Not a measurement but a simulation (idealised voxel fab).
Process module name: voxel tone inversion
275 nm wide, 5 nm square cells: that's cross-section cut.
Notation: cross-section as square-cell grid; stated in bands, top first, going down; one or more cell rows per band.
Heads up on the band format: heights come first, top then bottom, in nm. After that it's the materials left to right, each with its width in nm. A single material flagged "throughout" fills the whole band edge to edge, and "blank" means there's empty space there.
Basically, 0 is our baseline, since under it the wafer straight out of the box is all one material. The bottom band has no lower end and keeps on going down, so it looks like "0..down".
A two-number width, for instance "30->40", indicates that the width is equal to the first number in the top row of the band and to the second number in the bottom row, and that it changes by a constant amount per row of cells.
A step reported as "remains unaltered" is a step in which no cell of the cross-section changed.
So "Entrapped void list" is basically the list of trapped voids: any empty space of 8 cells or more that can't reach the top through an opening. They're written width x height at distance, the distance being from the left edge, and it's all nm.
The remark found on a step's line after its settings is issued by the simulator itself and pertains to that step.
The optional step-line setting "overlay nm" applies to steps with a mask and quantifies how far to the right of its planned location the mask lay, a negative value indicating leftward placement.
**Steps in the process plan**
1) op RECEIVE | material Si
2) op CONFORMAL_DEP | material SiCN | thk nm 5
3) op DIRECTIONAL_DEP | material aC | thk nm 25
4) op PATTERN | tone cover | mask id POSTS | material resist | width nm 15 | pitch nm 35 | thk nm 35 | overlay nm 0
5) op DIRECTIONAL_ETCH | etch materials aC | depth nm 25
6) op STRIP | etch materials resist
7) op FILL_DEP | material lowk | thk nm 10
8) op CMP | height nm 30
9) op STRIP | etch materials aC
**Delivered wafer in cross-section: state after step 1**
    0..down  Si throughout
    Entrapped void list: none
**Figure: cross-sectional view of the wafer upon completion of the module, processed from the initial state and according to the plan depicted above, with one error introduced during execution**
    30..5  65 nm lowk, 15 nm blank, 20 nm lowk, 15 nm blank, 20 nm lowk, 15 nm blank, 20 nm lowk, 15 nm blank, 90 nm lowk
    5..0  SiCN throughout
    0..down  Si throughout
    Entrapped void list: none
Which mistake was made when the wafer was run? contrary to plan, step 4 was performed as op PATTERN | tone cover | mask id POSTS | material resist | width nm 15 | pitch nm 35 | thk nm 35 | overlay nm -10
